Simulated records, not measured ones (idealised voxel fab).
The following is a process module called voxel transistor to metal.
The figure presents cross-section cut, which has a width of 150 nm and is divided into square cells with an edge length of 5 nm.
Notation: cross-section as square-cell grid; stated in bands, top first, going down; one or more cell rows per band. In this notation a band is specified by the heights of its top and bottom, in that order and in nm, after which its materials appear from left to right, each paired with its width in nm. The word "full width" attached to a single material means that material fills the band from edge to edge; the word "empty" stands for empty space. Heights are measured from 0, the level below which the as-received wafer is all one material; the lowest band has no bottom and continues downward, written as in "0 and below". Note: "30..40" means the width goes from the first number (top row of the band) to the second number (bottom row) in equal steps per row of cells. It should be understood that the words "all unchanged", when stated for a given step, signify that the cross-section underwent no change in any of its cells during that step. Listed in "Enclosed void listing": every empty space of 8 or more cells without an open way to the top. Form: width x height at distance, the distance being from the left edge, all in nm. Past the settings on a step's line: simulator remark, on that step. overlay nm: mask offset rightward from planned place, masked step; negative means leftward offset.
-- Process steps foreseen in the plan
1,RECEIVE: material Si
2,OXIDIZE: depth nm 5
3,CONFORMAL_DEP: material SiN, thk nm 10
4,PATTERN: tone cover, mask id ACTIVE, material resist, width nm 95, thk nm 20, overlay nm 0
5,DIRECTIONAL_ETCH: etch materials SiN, depth nm 10
6,DIRECTIONAL_ETCH: etch materials SiO2, depth nm 5
7,DIRECTIONAL_ETCH: etch materials Si, depth nm 35
8,STRIP: etch materials resist
9,FILL_DEP: material SiO2, thk nm 5
10,CMP: height nm 10
11,SELECTIVE_ETCH: etch materials SiO2, depth nm 10
12,STRIP: etch materials SiN
13,SELECTIVE_ETCH: etch materials SiO2, depth nm 5
14,OXIDIZE: depth nm 5
15,DIRECTIONAL_DEP: material polySi, thk nm 30
16,DIRECTIONAL_DEP: material SiCN, thk nm 10
17,MASKED_ETCH: tone cover, mask id GATE, width nm 25, etch materials SiCN, depth nm 20, overlay nm 0
18,MASKED_ETCH: tone cover, mask id GATE, width nm 25, etch materials polySi, depth nm 40, overlay nm 0
19,CONFORMAL_DEP: material SiO2, thk nm 5
20,DIRECTIONAL_ETCH: etch materials SiO2, depth nm 5
21,CONFORMAL_DEP: material SiN, thk nm 5
22,DIRECTIONAL_ETCH: etch materials SiN, depth nm 5
23,DIRECTIONAL_ETCH: etch materials SiO2, depth nm 5
24,DIRECTIONAL_ETCH: etch materials Si, depth nm 5
25,EPI: material SiGe, thk nm 10
26,FILL_DEP: material SiO2, thk nm 10
27,CMP: height nm 25
28,STRIP: etch materials polySi
29,SELECTIVE_ETCH: etch materials SiO2, depth nm 5
30,CONFORMAL_DEP: material HfO2, thk nm 5
31,CONFORMAL_DEP: material TiN, thk nm 5
32,FILL_DEP: material W, thk nm 10
33,CMP: height nm 20
34,DIRECTIONAL_DEP: material SiO2, thk nm 15
35,MASKED_ETCH: tone open, mask id CONTACT, width nm 15, pitch nm 70, etch materials SiO2, depth nm 40, overlay nm 0
36,CONFORMAL_DEP: material TiN, thk nm 5
37,FILL_DEP: material Ru, thk nm 10
38,CMP: height nm 35
39,CONFORMAL_DEP: material SiCN, thk nm 5
40,DIRECTIONAL_DEP: material SiO2, thk nm 20
41,PATTERN: tone open, mask id METAL_1, material resist, width nm 15, pitch nm 70, thk nm 15, overlay nm 0
42,DIRECTIONAL_ETCH: etch materials SiO2, depth nm 20
43,DIRECTIONAL_ETCH: etch materials SiCN, depth nm 5
44,STRIP: etch materials resist
45,CONFORMAL_DEP: material TiN, thk nm 5
46,FILL_DEP: material Cu, thk nm 10
47,CMP: height nm 60
48,CONFORMAL_DEP: material SiN, thk nm 5
-- Wafer, first of two, run as planned
-- Step 1 complete: cross-section of the wafer as received
    0 and below: Si full width
    Enclosed void listing: none
-- Once step 2 is through, the wafer looks like this in cross-section
    0 down to -5: SiO2 full width
    below -5: unchanged
-- Once step 3 is through, the wafer looks like this in cross-section
    10 down to 0: SiN full width
    below 0: unchanged
-- Once step 4 is through, the wafer looks like this in cross-section
    30 down to 10: empty: 25 / resist: 95 / empty: 30
    below 10: unchanged
-- Once step 5 is through, the wafer looks like this in cross-section
    30 down to 10: empty: 25 / resist: 95 / empty: 30
    10 down to 0: empty: 25 / SiN: 95 / empty: 30
    below 0: unchanged
-- Once step 6 is through, the wafer looks like this in cross-section
    30 down to 10: empty: 25 / resist: 95 / empty: 30
    10 down to 0: empty: 25 / SiN: 95 / empty: 30
    0 down to -5: empty: 25 / SiO2: 95 / empty: 30
    below -5: unchanged
-- Once step 7 is through, the wafer looks like this in cross-section
    30 down to 10: empty: 25 / resist: 95 / empty: 30
    10 down to 0: empty: 25 / SiN: 95 / empty: 30
    0 down to -5: empty: 25 / SiO2: 95 / empty: 30
    -5 down to -40: empty: 25 / Si: 95 / empty: 30
    below -40: unchanged
-- Once step 8 is through, the wafer looks like this in cross-section
    10 down to 0: empty: 25 / SiN: 95 / empty: 30
    below 0: unchanged
-- Once step 9 is through, the wafer looks like this in cross-section
    15 down to 10: SiO2 full width
    10 down to 0: SiO2: 25 / SiN: 95 / SiO2: 30
    0 down to -5: SiO2 full width
    -5 down to -40: SiO2: 25 / Si: 95 / SiO2: 30
    below -40: unchanged
-- Once step 10 is through, the wafer looks like this in cross-section
    10 down to 0: SiO2: 25 / SiN: 95 / SiO2: 30
    below 0: unchanged
-- Once step 11 is through, the wafer looks like this in cross-section
    10 down to 0: empty: 25 / SiN: 95 / empty: 30
    below 0: unchanged
-- Once step 12 is through, the wafer looks like this in cross-section
    0 down to -5: SiO2 full width
    below -5: unchanged
-- Once step 13 is through, the wafer looks like this in cross-section
    -5 down to -40: SiO2: 25 / Si: 95 / SiO2: 30
    below -40: unchanged
-- Once step 14 is through, the wafer looks like this in cross-section
    -5 down to -10: SiO2 full width
    below -10: unchanged
-- Once step 15 is through, the wafer looks like this in cross-section
    25 down to -5: polySi full width
    below -5: unchanged
-- Once step 16 is through, the wafer looks like this in cross-section
    35 down to 25: SiCN full width
    below 25: unchanged
-- Once step 17 is through, the wafer looks like this in cross-section
    35 down to 25: empty: 60 / SiCN: 25 / empty: 65
    below 25: unchanged
-- Once step 18 is through, the wafer looks like this in cross-section
    35 down to 25: empty: 60 / SiCN: 25 / empty: 65
    25 down to -5: empty: 60 / polySi: 25 / empty: 65
    below -5: unchanged
-- Once step 19 is through, the wafer looks like this in cross-section
    40 down to 35: empty: 55 / SiO2: 35 / empty: 60
    35 down to 25: empty: 55 / SiO2: 5 / SiCN: 25 / SiO2: 5 / empty: 60
    25 down to 0: empty: 55 / SiO2: 5 / polySi: 25 / SiO2: 5 / empty: 60
    0 down to -5: SiO2: 60 / polySi: 25 / SiO2: 65
    below -5: unchanged
-- Once step 20 is through, the wafer looks like this in cross-section
    35 down to 25: empty: 55 / SiO2: 5 / SiCN: 25 / SiO2: 5 / empty: 60
    25 down to -5: empty: 55 / SiO2: 5 / polySi: 25 / SiO2: 5 / empty: 60
    below -5: unchanged
-- Once step 21 is through, the wafer looks like this in cross-section
    40 down to 35: empty: 50 / SiN: 45 / empty: 55
    35 down to 25: empty: 50 / SiN: 5 / SiO2: 5 / SiCN: 25 / SiO2: 5 / SiN: 5 / empty: 55
    25 down to 0: empty: 50 / SiN: 5 / SiO2: 5 / polySi: 25 / SiO2: 5 / SiN: 5 / empty: 55
    0 down to -5: SiN: 55 / SiO2: 5 / polySi: 25 / SiO2: 5 / SiN: 60
    below -5: unchanged
-- Once step 22 is through, the wafer looks like this in cross-section
    35 down to 25: empty: 50 / SiN: 5 / SiO2: 5 / SiCN: 25 / SiO2: 5 / SiN: 5 / empty: 55
    25 down to -5: empty: 50 / SiN: 5 / SiO2: 5 / polySi: 25 / SiO2: 5 / SiN: 5 / empty: 55
    below -5: unchanged
-- Once step 23 is through, the wafer looks like this in cross-section
    35 down to 30: empty: 50 / SiN: 5 / empty: 5 / SiCN: 25 / empty: 5 / SiN: 5 / empty: 55
    30 down to 25: empty: 50 / SiN: 5 / SiO2: 5 / SiCN: 25 / SiO2: 5 / SiN: 5 / empty: 55
    25 down to -5: empty: 50 / SiN: 5 / SiO2: 5 / polySi: 25 / SiO2: 5 / SiN: 5 / empty: 55
    -5 down to -10: empty: 50 / SiO2: 45 / empty: 55
    below -10: unchanged
-- Once step 24 is through, the wafer looks like this in cross-section
    35 down to 30: empty: 50 / SiN: 5 / empty: 5 / SiCN: 25 / empty: 5 / SiN: 5 / empty: 55
    30 down to 25: empty: 50 / SiN: 5 / SiO2: 5 / SiCN: 25 / SiO2: 5 / SiN: 5 / empty: 55
    25 down to -5: empty: 50 / SiN: 5 / SiO2: 5 / polySi: 25 / SiO2: 5 / SiN: 5 / empty: 55
    -5 down to -10: empty: 50 / SiO2: 45 / empty: 55
    -10 down to -15: SiO2: 25 / empty: 25 / Si: 45 / empty: 25 / SiO2: 30
    below -15: unchanged
-- Once step 25 is through, the wafer looks like this in cross-section
    35 down to 30: empty: 50 / SiN: 5 / empty: 5 / SiCN: 25 / empty: 5 / SiN: 5 / empty: 55
    30 down to 25: empty: 50 / SiN: 5 / SiO2: 5 / SiCN: 25 / SiO2: 5 / SiN: 5 / empty: 55
    25 down to 0: empty: 50 / SiN: 5 / SiO2: 5 / polySi: 25 / SiO2: 5 / SiN: 5 / empty: 55
    0 down to -5: empty: 40 / SiGe: 10 / SiN: 5 / SiO2: 5 / polySi: 25 / SiO2: 5 / SiN: 5 / SiGe: 10 / empty: 45
    -5 down to -10: empty: 20 / SiGe: 30 / SiO2: 45 / SiGe: 30 / empty: 25
    -10 down to -15: SiO2: 25 / SiGe: 25 / Si: 45 / SiGe: 25 / SiO2: 30
    below -15: unchanged
-- Once step 26 is through, the wafer looks like this in cross-section
    45 down to 35: SiO2 full width
    35 down to 25: SiO2: 50 / SiN: 5 / SiO2: 5 / SiCN: 25 / SiO2: 5 / SiN: 5 / SiO2: 55
    25 down to 0: SiO2: 50 / SiN: 5 / SiO2: 5 / polySi: 25 / SiO2: 5 / SiN: 5 / SiO2: 55
    0 down to -5: SiO2: 40 / SiGe: 10 / SiN: 5 / SiO2: 5 / polySi: 25 / SiO2: 5 / SiN: 5 / SiGe: 10 / SiO2: 45
    -5 down to -10: SiO2: 20 / SiGe: 30 / SiO2: 45 / SiGe: 30 / SiO2: 25
    below -10: unchanged
-- Once step 27 is through, the wafer looks like this in cross-section
    25 down to 0: SiO2: 50 / SiN: 5 / SiO2: 5 / polySi: 25 / SiO2: 5 / SiN: 5 / SiO2: 55
    below 0: unchanged
-- Once step 28 is through, the wafer looks like this in cross-section
    25 down to 0: SiO2: 50 / SiN: 5 / SiO2: 5 / empty: 25 / SiO2: 5 / SiN: 5 / SiO2: 55
    0 down to -5: SiO2: 40 / SiGe: 10 / SiN: 5 / SiO2: 5 / empty: 25 / SiO2: 5 / SiN: 5 / SiGe: 10 / SiO2: 45
    below -5: unchanged
-- Once step 29 is through, the wafer looks like this in cross-section
    25 down to 20: empty: 50 / SiN: 5 / empty: 35 / SiN: 5 / empty: 55
    20 down to 0: SiO2: 50 / SiN: 5 / empty: 35 / SiN: 5 / SiO2: 55
    0 down to -5: SiO2: 40 / SiGe: 10 / SiN: 5 / empty: 35 / SiN: 5 / SiGe: 10 / SiO2: 45
    -5 down to -10: SiO2: 20 / SiGe: 30 / SiO2: 5 / empty: 35 / SiO2: 5 / SiGe: 30 / SiO2: 25
    below -10: unchanged
-- Once step 30 is through, the wafer looks like this in cross-section
    30 down to 25: empty: 45 / HfO2: 15 / empty: 25 / HfO2: 15 / empty: 50
    25 down to 20: HfO2: 50 / SiN: 5 / HfO2: 5 / empty: 25 / HfO2: 5 / SiN: 5 / HfO2: 55
    20 down to 0: SiO2: 50 / SiN: 5 / HfO2: 5 / empty: 25 / HfO2: 5 / SiN: 5 / SiO2: 55
    0 down to -5: SiO2: 40 / SiGe: 10 / SiN: 5 / HfO2: 5 / empty: 25 / HfO2: 5 / SiN: 5 / SiGe: 10 / SiO2: 45
    -5 down to -10: SiO2: 20 / SiGe: 30 / SiO2: 5 / HfO2: 35 / SiO2: 5 / SiGe: 30 / SiO2: 25
    below -10: unchanged
-- Once step 31 is through, the wafer looks like this in cross-section
    35 down to 30: empty: 40 / TiN: 25 / empty: 15 / TiN: 25 / empty: 45
    30 down to 25: TiN: 45 / HfO2: 15 / TiN: 5 / empty: 15 / TiN: 5 / HfO2: 15 / TiN: 50
    25 down to 20: HfO2: 50 / SiN: 5 / HfO2: 5 / TiN: 5 / empty: 15 / TiN: 5 / HfO2: 5 / SiN: 5 / HfO2: 55
    20 down to 0: SiO2: 50 / SiN: 5 / HfO2: 5 / TiN: 5 / empty: 15 / TiN: 5 / HfO2: 5 / SiN: 5 / SiO2: 55
    0 down to -5: SiO2: 40 / SiGe: 10 / SiN: 5 / HfO2: 5 / TiN: 25 / HfO2: 5 / SiN: 5 / SiGe: 10 / SiO2: 45
    below -5: unchanged
-- Once step 32 is through, the wafer looks like this in cross-section
    45 down to 35: W full width
    35 down to 30: W: 40 / TiN: 25 / W: 15 / TiN: 25 / W: 45
    30 down to 25: TiN: 45 / HfO2: 15 / TiN: 5 / W: 15 / TiN: 5 / HfO2: 15 / TiN: 50
    25 down to 20: HfO2: 50 / SiN: 5 / HfO2: 5 / TiN: 5 / W: 15 / TiN: 5 / HfO2: 5 / SiN: 5 / HfO2: 55
    20 down to 0: SiO2: 50 / SiN: 5 / HfO2: 5 / TiN: 5 / W: 15 / TiN: 5 / HfO2: 5 / SiN: 5 / SiO2: 55
    below 0: unchanged
-- Once step 33 is through, the wafer looks like this in cross-section
    20 down to 0: SiO2: 50 / SiN: 5 / HfO2: 5 / TiN: 5 / W: 15 / TiN: 5 / HfO2: 5 / SiN: 5 / SiO2: 55
    below 0: unchanged
-- Once step 34 is through, the wafer looks like this in cross-section
    35 down to 20: SiO2 full width
    below 20: unchanged
-- Once step 35 is through, the wafer looks like this in cross-section
    35 down to 20: SiO2: 30 / empty: 15 / SiO2: 55 / empty: 15 / SiO2: 35
    20 down to 0: SiO2: 30 / empty: 15 / SiO2: 5 / SiN: 5 / HfO2: 5 / TiN: 5 / W: 15 / TiN: 5 / HfO2: 5 / SiN: 5 / SiO2: 5 / empty: 15 / SiO2: 35
    0 down to -5: SiO2: 30 / empty: 10 / SiGe: 10 / SiN: 5 / HfO2: 5 / TiN: 25 / HfO2: 5 / SiN: 5 / SiGe: 10 / empty: 10 / SiO2: 35
    below -5: unchanged
-- Once step 36 is through, the wafer looks like this in cross-section
    40 down to 35: TiN: 35 / empty: 5 / TiN: 65 / empty: 5 / TiN: 40
    35 down to 20: SiO2: 30 / TiN: 5 / empty: 5 / TiN: 5 / SiO2: 55 / TiN: 5 / empty: 5 / TiN: 5 / SiO2: 35
    20 down to 5: SiO2: 30 / TiN: 5 / empty: 5 / TiN: 5 / SiO2: 5 / SiN: 5 / HfO2: 5 / TiN: 5 / W: 15 / TiN: 5 / HfO2: 5 / SiN: 5 / SiO2: 5 / TiN: 5 / empty: 5 / TiN: 5 / SiO2: 35
    5 down to 0: SiO2: 30 / TiN: 15 / SiO2: 5 / SiN: 5 / HfO2: 5 / TiN: 5 / W: 15 / TiN: 5 / HfO2: 5 / SiN: 5 / SiO2: 5 / TiN: 15 / SiO2: 35
    0 down to -5: SiO2: 30 / TiN: 10 / SiGe: 10 / SiN: 5 / HfO2: 5 / TiN: 25 / HfO2: 5 / SiN: 5 / SiGe: 10 / TiN: 10 / SiO2: 35
    below -5: unchanged
-- Once step 37 is through, the wafer looks like this in cross-section
    50 down to 40: Ru full width
    40 down to 35: TiN: 35 / Ru: 5 / TiN: 65 / Ru: 5 / TiN: 40
    35 down to 20: SiO2: 30 / TiN: 5 / Ru: 5 / TiN: 5 / SiO2: 55 / TiN: 5 / Ru: 5 / TiN: 5 / SiO2: 35
    20 down to 5: SiO2: 30 / TiN: 5 / Ru: 5 / TiN: 5 / SiO2: 5 / SiN: 5 / HfO2: 5 / TiN: 5 / W: 15 / TiN: 5 / HfO2: 5 / SiN: 5 / SiO2: 5 / TiN: 5 / Ru: 5 / TiN: 5 / SiO2: 35
    below 5: unchanged
-- Once step 38 is through, the wafer looks like this in cross-section
    35 down to 20: SiO2: 30 / TiN: 5 / Ru: 5 / TiN: 5 / SiO2: 55 / TiN: 5 / Ru: 5 / TiN: 5 / SiO2: 35
    below 20: unchanged
-- Once step 39 is through, the wafer looks like this in cross-section
    40 down to 35: SiCN full width
    below 35: unchanged
-- Once step 40 is through, the wafer looks like this in cross-section
    60 down to 40: SiO2 full width
    below 40: unchanged
-- Once step 41 is through, the wafer looks like this in cross-section
    75 down to 60: resist: 30 / empty: 15 / resist: 55 / empty: 15 / resist: 35
    below 60: unchanged
-- Once step 42 is through, the wafer looks like this in cross-section
    75 down to 60: resist: 30 / empty: 15 / resist: 55 / empty: 15 / resist: 35
    60 down to 40: SiO2: 30 / empty: 15 / SiO2: 55 / empty: 15 / SiO2: 35
    below 40: unchanged
-- Once step 43 is through, the wafer looks like this in cross-section
    75 down to 60: resist: 30 / empty: 15 / resist: 55 / empty: 15 / resist: 35
    60 down to 40: SiO2: 30 / empty: 15 / SiO2: 55 / empty: 15 / SiO2: 35
    40 down to 35: SiCN: 30 / empty: 15 / SiCN: 55 / empty: 15 / SiCN: 35
    below 35: unchanged
-- Once step 44 is through, the wafer looks like this in cross-section
    60 down to 40: SiO2: 30 / empty: 15 / SiO2: 55 / empty: 15 / SiO2: 35
    below 40: unchanged
-- Once step 45 is through, the wafer looks like this in cross-section
    65 down to 60: TiN: 35 / empty: 5 / TiN: 65 / empty: 5 / TiN: 40
    60 down to 40: SiO2: 30 / TiN: 5 / empty: 5 / TiN: 5 / SiO2: 55 / TiN: 5 / empty: 5 / TiN: 5 / SiO2: 35
    40 down to 35: SiCN: 30 / TiN: 15 / SiCN: 55 / TiN: 15 / SiCN: 35
    below 35: unchanged
-- Once step 46 is through, the wafer looks like this in cross-section
    75 down to 65: Cu full width
    65 down to 60: TiN: 35 / Cu: 5 / TiN: 65 / Cu: 5 / TiN: 40
    60 down to 40: SiO2: 30 / TiN: 5 / Cu: 5 / TiN: 5 / SiO2: 55 / TiN: 5 / Cu: 5 / TiN: 5 / SiO2: 35
    below 40: unchanged
-- Once step 47 is through, the wafer looks like this in cross-section
    60 down to 40: SiO2: 30 / TiN: 5 / Cu: 5 / TiN: 5 / SiO2: 55 / TiN: 5 / Cu: 5 / TiN: 5 / SiO2: 35
    below 40: unchanged
-- Once step 48 is through, the wafer looks like this in cross-section
    65 down to 60: SiN full width
    below 60: unchanged
-- The second wafer was prepared from the same starting point and under the same plan as the first; its processing contained one mistake, and it remains indistinguishable from the first wafer up to and including step 24
-- Second wafer, cut view, end of step 25 per plan
    35 down to 30: empty: 50 / SiN: 5 / empty: 5 / SiCN: 25 / empty: 5 / SiN: 5 / empty: 55
    30 down to 25: empty: 50 / SiN: 5 / SiO2: 5 / SiCN: 25 / SiO2: 5 / SiN: 5 / empty: 55
    25 down to 5: empty: 50 / SiN: 5 / SiO2: 5 / polySi: 25 / SiO2: 5 / SiN: 5 / empty: 55
    5 down to -5: empty: 35..15 / SiGe: 15..35 / SiN: 5 / SiO2: 5 / polySi: 25 / SiO2: 5 / SiN: 5 / SiGe: 15..35 / empty: 40..20
    -5 down to -10: empty: 15 / SiGe: 35 / SiO2: 45 / SiGe: 35 / empty: 20
    -10 down to -15: SiO2: 25 / SiGe: 25 / Si: 45 / SiGe: 25 / SiO2: 30
    below -15: unchanged
-- Second wafer, cut view, end of step 26 per plan
    45 down to 35: SiO2 full width
    35 down to 25: SiO2: 50 / SiN: 5 / SiO2: 5 / SiCN: 25 / SiO2: 5 / SiN: 5 / SiO2: 55
    25 down to 5: SiO2: 50 / SiN: 5 / SiO2: 5 / polySi: 25 / SiO2: 5 / SiN: 5 / SiO2: 55
    5 down to -5: SiO2: 35..15 / SiGe: 15..35 / SiN: 5 / SiO2: 5 / polySi: 25 / SiO2: 5 / SiN: 5 / SiGe: 15..35 / SiO2: 40..20
    -5 down to -10: SiO2: 15 / SiGe: 35 / SiO2: 45 / SiGe: 35 / SiO2: 20
    below -10: unchanged
-- Second wafer, cut view, end of step 27 per plan
    25 down to 5: SiO2: 50 / SiN: 5 / SiO2: 5 / polySi: 25 / SiO2: 5 / SiN: 5 / SiO2: 55
    below 5: unchanged
-- Second wafer, cut view, end of step 28 per plan
    25 down to 5: SiO2: 50 / SiN: 5 / SiO2: 5 / empty: 25 / SiO2: 5 / SiN: 5 / SiO2: 55
    5 down to -5: SiO2: 35..15 / SiGe: 15..35 / SiN: 5 / SiO2: 5 / empty: 25 / SiO2: 5 / SiN: 5 / SiGe: 15..35 / SiO2: 40..20
    below -5: unchanged
-- Second wafer, cut view, end of step 29 per plan
    25 down to 20: empty: 50 / SiN: 5 / empty: 35 / SiN: 5 / empty: 55
    20 down to 5: SiO2: 50 / SiN: 5 / empty: 35 / SiN: 5 / SiO2: 55
    5 down to -5: SiO2: 35..15 / SiGe: 15..35 / SiN: 5 / empty: 35 / SiN: 5 / SiGe: 15..35 / SiO2: 40..20
    -5 down to -10: SiO2: 15 / SiGe: 35 / SiO2: 5 / empty: 35 / SiO2: 5 / SiGe: 35 / SiO2: 20
    below -10: unchanged
-- Second wafer, cut view, end of step 30 per plan
    30 down to 25: empty: 45 / HfO2: 15 / empty: 25 / HfO2: 15 / empty: 50
    25 down to 20: HfO2: 50 / SiN: 5 / HfO2: 5 / empty: 25 / HfO2: 5 / SiN: 5 / HfO2: 55
    20 down to 5: SiO2: 50 / SiN: 5 / HfO2: 5 / empty: 25 / HfO2: 5 / SiN: 5 / SiO2: 55
    5 down to -5: SiO2: 35..15 / SiGe: 15..35 / SiN: 5 / HfO2: 5 / empty: 25 / HfO2: 5 / SiN: 5 / SiGe: 15..35 / SiO2: 40..20
    -5 down to -10: SiO2: 15 / SiGe: 35 / SiO2: 5 / HfO2: 35 / SiO2: 5 / SiGe: 35 / SiO2: 20
    below -10: unchanged
-- Second wafer, cut view, end of step 31 per plan
    35 down to 30: empty: 40 / TiN: 25 / empty: 15 / TiN: 25 / empty: 45
    30 down to 25: TiN: 45 / HfO2: 15 / TiN: 5 / empty: 15 / TiN: 5 / HfO2: 15 / TiN: 50
    25 down to 20: HfO2: 50 / SiN: 5 / HfO2: 5 / TiN: 5 / empty: 15 / TiN: 5 / HfO2: 5 / SiN: 5 / HfO2: 55
    20 down to 5: SiO2: 50 / SiN: 5 / HfO2: 5 / TiN: 5 / empty: 15 / TiN: 5 / HfO2: 5 / SiN: 5 / SiO2: 55
    5 down to 0: SiO2: 35 / SiGe: 15 / SiN: 5 / HfO2: 5 / TiN: 5 / empty: 15 / TiN: 5 / HfO2: 5 / SiN: 5 / SiGe: 15 / SiO2: 40
    0 down to -5: SiO2: 15 / SiGe: 35 / SiN: 5 / HfO2: 5 / TiN: 25 / HfO2: 5 / SiN: 5 / SiGe: 35 / SiO2: 20
    below -5: unchanged
-- Second wafer, cut view, end of step 32 per plan
    45 down to 35: W full width
    35 down to 30: W: 40 / TiN: 25 / W: 15 / TiN: 25 / W: 45
    30 down to 25: TiN: 45 / HfO2: 15 / TiN: 5 / W: 15 / TiN: 5 / HfO2: 15 / TiN: 50
    25 down to 20: HfO2: 50 / SiN: 5 / HfO2: 5 / TiN: 5 / W: 15 / TiN: 5 / HfO2: 5 / SiN: 5 / HfO2: 55
    20 down to 5: SiO2: 50 / SiN: 5 / HfO2: 5 / TiN: 5 / W: 15 / TiN: 5 / HfO2: 5 / SiN: 5 / SiO2: 55
    5 down to 0: SiO2: 35 / SiGe: 15 / SiN: 5 / HfO2: 5 / TiN: 5 / W: 15 / TiN: 5 / HfO2: 5 / SiN: 5 / SiGe: 15 / SiO2: 40
    below 0: unchanged
-- Second wafer, cut view, end of step 33 per plan
    20 down to 5: SiO2: 50 / SiN: 5 / HfO2: 5 / TiN: 5 / W: 15 / TiN: 5 / HfO2: 5 / SiN: 5 / SiO2: 55
    below 5: unchanged
-- Second wafer, cut view, end of step 34 per plan
    35 down to 20: SiO2 full width
    below 20: unchanged
-- Second wafer, cut view, end of step 35 per plan
    35 down to 20: SiO2: 30 / empty: 15 / SiO2: 55 / empty: 15 / SiO2: 35
    20 down to 5: SiO2: 30 / empty: 15 / SiO2: 5 / SiN: 5 / HfO2: 5 / TiN: 5 / W: 15 / TiN: 5 / HfO2: 5 / SiN: 5 / SiO2: 5 / empty: 15 / SiO2: 35
    5 down to 0: SiO2: 30 / empty: 5 / SiGe: 15 / SiN: 5 / HfO2: 5 / TiN: 5 / W: 15 / TiN: 5 / HfO2: 5 / SiN: 5 / SiGe: 15 / empty: 5 / SiO2: 35
    below 0: unchanged
-- Second wafer, cut view, end of step 36 per plan
    40 down to 35: TiN: 35 / empty: 5 / TiN: 65 / empty: 5 / TiN: 40
    35 down to 20: SiO2: 30 / TiN: 5 / empty: 5 / TiN: 5 / SiO2: 55 / TiN: 5 / empty: 5 / TiN: 5 / SiO2: 35
    20 down to 10: SiO2: 30 / TiN: 5 / empty: 5 / TiN: 5 / SiO2: 5 / SiN: 5 / HfO2: 5 / TiN: 5 / W: 15 / TiN: 5 / HfO2: 5 / SiN: 5 / SiO2: 5 / TiN: 5 / empty: 5 / TiN: 5 / SiO2: 35
    10 down to 5: SiO2: 30 / TiN: 15 / SiO2: 5 / SiN: 5 / HfO2: 5 / TiN: 5 / W: 15 / TiN: 5 / HfO2: 5 / SiN: 5 / SiO2: 5 / TiN: 15 / SiO2: 35
    5 down to 0: SiO2: 30 / TiN: 5 / SiGe: 15 / SiN: 5 / HfO2: 5 / TiN: 5 / W: 15 / TiN: 5 / HfO2: 5 / SiN: 5 / SiGe: 15 / TiN: 5 / SiO2: 35
    below 0: unchanged
-- Second wafer, cut view, end of step 37 per plan
    50 down to 40: Ru full width
    40 down to 35: TiN: 35 / Ru: 5 / TiN: 65 / Ru: 5 / TiN: 40
    35 down to 20: SiO2: 30 / TiN: 5 / Ru: 5 / TiN: 5 / SiO2: 55 / TiN: 5 / Ru: 5 / TiN: 5 / SiO2: 35
    20 down to 10: SiO2: 30 / TiN: 5 / Ru: 5 / TiN: 5 / SiO2: 5 / SiN: 5 / HfO2: 5 / TiN: 5 / W: 15 / TiN: 5 / HfO2: 5 / SiN: 5 / SiO2: 5 / TiN: 5 / Ru: 5 / TiN: 5 / SiO2: 35
    below 10: unchanged
-- Second wafer, cut view, end of step 38 per plan
    35 down to 20: SiO2: 30 / TiN: 5 / Ru: 5 / TiN: 5 / SiO2: 55 / TiN: 5 / Ru: 5 / TiN: 5 / SiO2: 35
    below 20: unchanged
-- Second wafer, cut view, end of step 39 per plan
    40 down to 35: SiCN full width
    below 35: unchanged
-- Second wafer, cut view, end of step 40 per plan
    60 down to 40: SiO2 full width
    below 40: unchanged
-- Second wafer, cut view, end of step 41 per plan
    75 down to 60: resist: 30 / empty: 15 / resist: 55 / empty: 15 / resist: 35
    below 60: unchanged
-- Second wafer, cut view, end of step 42 per plan
    75 down to 60: resist: 30 / empty: 15 / resist: 55 / empty: 15 / resist: 35
    60 down to 40: SiO2: 30 / empty: 15 / SiO2: 55 / empty: 15 / SiO2: 35
    below 40: unchanged
-- Second wafer, cut view, end of step 43 per plan
    75 down to 60: resist: 30 / empty: 15 / resist: 55 / empty: 15 / resist: 35
    60 down to 40: SiO2: 30 / empty: 15 / SiO2: 55 / empty: 15 / SiO2: 35
    40 down to 35: SiCN: 30 / empty: 15 / SiCN: 55 / empty: 15 / SiCN: 35
    below 35: unchanged
-- Second wafer, cut view, end of step 44 per plan
    60 down to 40: SiO2: 30 / empty: 15 / SiO2: 55 / empty: 15 / SiO2: 35
    below 40: unchanged
-- Second wafer, cut view, end of step 45 per plan
    65 down to 60: TiN: 35 / empty: 5 / TiN: 65 / empty: 5 / TiN: 40
    60 down to 40: SiO2: 30 / TiN: 5 / empty: 5 / TiN: 5 / SiO2: 55 / TiN: 5 / empty: 5 / TiN: 5 / SiO2: 35
    40 down to 35: SiCN: 30 / TiN: 15 / SiCN: 55 / TiN: 15 / SiCN: 35
    below 35: unchanged
-- Second wafer, cut view, end of step 46 per plan
    75 down to 65: Cu full width
    65 down to 60: TiN: 35 / Cu: 5 / TiN: 65 / Cu: 5 / TiN: 40
    60 down to 40: SiO2: 30 / TiN: 5 / Cu: 5 / TiN: 5 / SiO2: 55 / TiN: 5 / Cu: 5 / TiN: 5 / SiO2: 35
    below 40: unchanged
-- Second wafer, cut view, end of step 47 per plan
    60 down to 40: SiO2: 30 / TiN: 5 / Cu: 5 / TiN: 5 / SiO2: 55 / TiN: 5 / Cu: 5 / TiN: 5 / SiO2: 35
    below 40: unchanged
-- Second wafer, cut view, end of step 48 per plan
    65 down to 60: SiN full width
    below 60: unchanged
Error vs. plan: not per plan at step 25, really ran EPI: material SiGe, thk nm 15
FYI, end of process, the second wafer has more or fewer cells of some materials than the first: Ru: 2 fewer; SiGe: 18 more; SiO2: 10 fewer; TiN: 6 fewer
